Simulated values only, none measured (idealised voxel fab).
The following process module bears the name voxel fin reveal.
We display cut, a cross-section 170 nm in width whose square cells are each 5 nm.
Heads up, the way a cross-section reads in here is a grid of square cells, handed over as bands from the top down, with every band being one or more rows of cells.
Heads up on the band format: heights come first, top then bottom, in nm. After that it's the materials left to right, each with its width in nm. A single material flagged "edge to edge" fills the whole band edge to edge, and "air" means there's empty space there.
The level at which height equals 0 is the one under which the wafer, as it arrives, is entirely one material. No lower edge exists for the bottom band, which continues downward and is notated as in "0 and below".
So if you see something like "30..40" for the width, read it as the top row of the band sitting at the first number and the bottom row at the second, with every row in between moving by the same amount as the last.
The cross-section has no changed cell in any step marked "nothing changed".
Enclosed voids (no open way to top), threshold 8 cells or more, entry "Sealed voids", notation width x height at distance, distance from left edge, nm.
Post-settings text on a step line: simulator's own remark regarding the step.
A step line may carry the setting "overlay nm", which, for steps involving a mask, states the distance by which the mask lay to the right of its intended position; negative values denote displacement to the left.

# Here's what the planned process steps look like
| 1 | RECEIVE (material Si) |
| 2 | CONFORMAL_DEP (material SiN; thk nm 5) |
| 3 | PATTERN (tone cover; mask id FINS; material resist; width nm 15; pitch nm 40; thk nm 20; overlay nm 0) |
| 4 | DIRECTIONAL_ETCH (etch materials SiN; depth nm 5) |
| 5 | DIRECTIONAL_ETCH (etch materials Si; depth nm 35) |
| 6 | STRIP (etch materials resist) |
| 7 | FILL_DEP (material SiO2; thk nm 15) |
| 8 | CMP (height nm 5) |
| 9 | SELECTIVE_ETCH (etch materials SiO2; depth nm 20) |
| 10 | STRIP (etch materials SiN) |

# First out of two wafers; run went to plan

# Wafer at receipt (post step 1), cross-section
    0 and below = Si edge to edge
    Sealed voids: none

# Upon completion of step 2, the wafer appears in cross-section as shown
    5 down to 0 = SiN edge to edge
    For the remainder of the cross-section, below 0, there is no change.

# Upon completion of step 3, the wafer appears in cross-section as shown
    25 down to 5 = air 55 nm, then resist 15 nm, then air 25 nm, then resist 15 nm, then air 60 nm
    For the remainder of the cross-section, below 5, there is no change.

# Upon completion of step 4, the wafer appears in cross-section as shown
    25 down to 5 = air 55 nm, then resist 15 nm, then air 25 nm, then resist 15 nm, then air 60 nm
    5 down to 0 = air 55 nm, then SiN 15 nm, then air 25 nm, then SiN 15 nm, then air 60 nm
    For the remainder of the cross-section, below 0, there is no change.

# Upon completion of step 5, the wafer appears in cross-section as shown
    25 down to 5 = air 55 nm, then resist 15 nm, then air 25 nm, then resist 15 nm, then air 60 nm
    5 down to 0 = air 55 nm, then SiN 15 nm, then air 25 nm, then SiN 15 nm, then air 60 nm
    0 down to -35 = air 55 nm, then Si 15 nm, then air 25 nm, then Si 15 nm, then air 60 nm
    For the remainder of the cross-section, below -35, there is no change.

# Upon completion of step 6, the wafer appears in cross-section as shown
    5 down to 0 = air 55 nm, then SiN 15 nm, then air 25 nm, then SiN 15 nm, then air 60 nm
    For the remainder of the cross-section, below 0, there is no change.

# Upon completion of step 7, the wafer appears in cross-section as shown
    20 down to 5 = SiO2 edge to edge
    5 down to 0 = SiO2 55 nm, then SiN 15 nm, then SiO2 25 nm, then SiN 15 nm, then SiO2 60 nm
    0 down to -35 = SiO2 55 nm, then Si 15 nm, then SiO2 25 nm, then Si 15 nm, then SiO2 60 nm
    For the remainder of the cross-section, below -35, there is no change.

# Upon completion of step 8, the wafer appears in cross-section as shown
    5 down to 0 = SiO2 55 nm, then SiN 15 nm, then SiO2 25 nm, then SiN 15 nm, then SiO2 60 nm
    For the remainder of the cross-section, below 0, there is no change.

# Upon completion of step 9, the wafer appears in cross-section as shown
    5 down to 0 = air 55 nm, then SiN 15 nm, then air 25 nm, then SiN 15 nm, then air 60 nm
    0 down to -15 = air 55 nm, then Si 15 nm, then air 25 nm, then Si 15 nm, then air 60 nm
    For the remainder of the cross-section, below -15, there is no change.

# Upon completion of step 10, the wafer appears in cross-section as shown
    0 down to -15 = air 55 nm, then Si 15 nm, then air 25 nm, then Si 15 nm, then air 60 nm
    For the remainder of the cross-section, below -15, there is no change.

# Second wafer - shared start and plan with the first - one error in running - same as the first up to step 4 inclusive

# X-section, second wafer, when step 5 was due to finish
    25 down to 5 = air 55 nm, then resist 15 nm, then air 25 nm, then resist 15 nm, then air 60 nm
    5 down to 0 = air 55 nm, then SiN 15 nm, then air 25 nm, then SiN 15 nm, then air 60 nm
    0 down to -70 = air 55 nm, then Si 15 nm, then air 25 nm, then Si 15 nm, then air 60 nm
    For the remainder of the cross-section, below -70, there is no change.

# X-section, second wafer, when step 6 was due to finish
    5 down to 0 = air 55 nm, then SiN 15 nm, then air 25 nm, then SiN 15 nm, then air 60 nm
    For the remainder of the cross-section, below 0, there is no change.

# X-section, second wafer, when step 7 was due to finish
    20 down to 5 = SiO2 edge to edge
    5 down to 0 = SiO2 55 nm, then SiN 15 nm, then SiO2 25 nm, then SiN 15 nm, then SiO2 60 nm
    0 down to -70 = SiO2 55 nm, then Si 15 nm, then SiO2 25 nm, then Si 15 nm, then SiO2 60 nm
    For the remainder of the cross-section, below -70, there is no change.

# X-section, second wafer, when step 8 was due to finish
    5 down to 0 = SiO2 55 nm, then SiN 15 nm, then SiO2 25 nm, then SiN 15 nm, then SiO2 60 nm
    For the remainder of the cross-section, below 0, there is no change.

# X-section, second wafer, when step 9 was due to finish
    5 down to 0 = air 55 nm, then SiN 15 nm, then air 25 nm, then SiN 15 nm, then air 60 nm
    0 down to -15 = air 55 nm, then Si 15 nm, then air 25 nm, then Si 15 nm, then air 60 nm
    For the remainder of the cross-section, below -15, there is no change.

# X-section, second wafer, when step 10 was due to finish
    0 down to -15 = air 55 nm, then Si 15 nm, then air 25 nm, then Si 15 nm, then air 60 nm
    For the remainder of the cross-section, below -15, there is no change.
what went wrong: twice over, step 5 of the plan was run
Final difference in cells, second wafer against first, listed per material as more or fewer: Si: 196 fewer; SiO2: 196 more
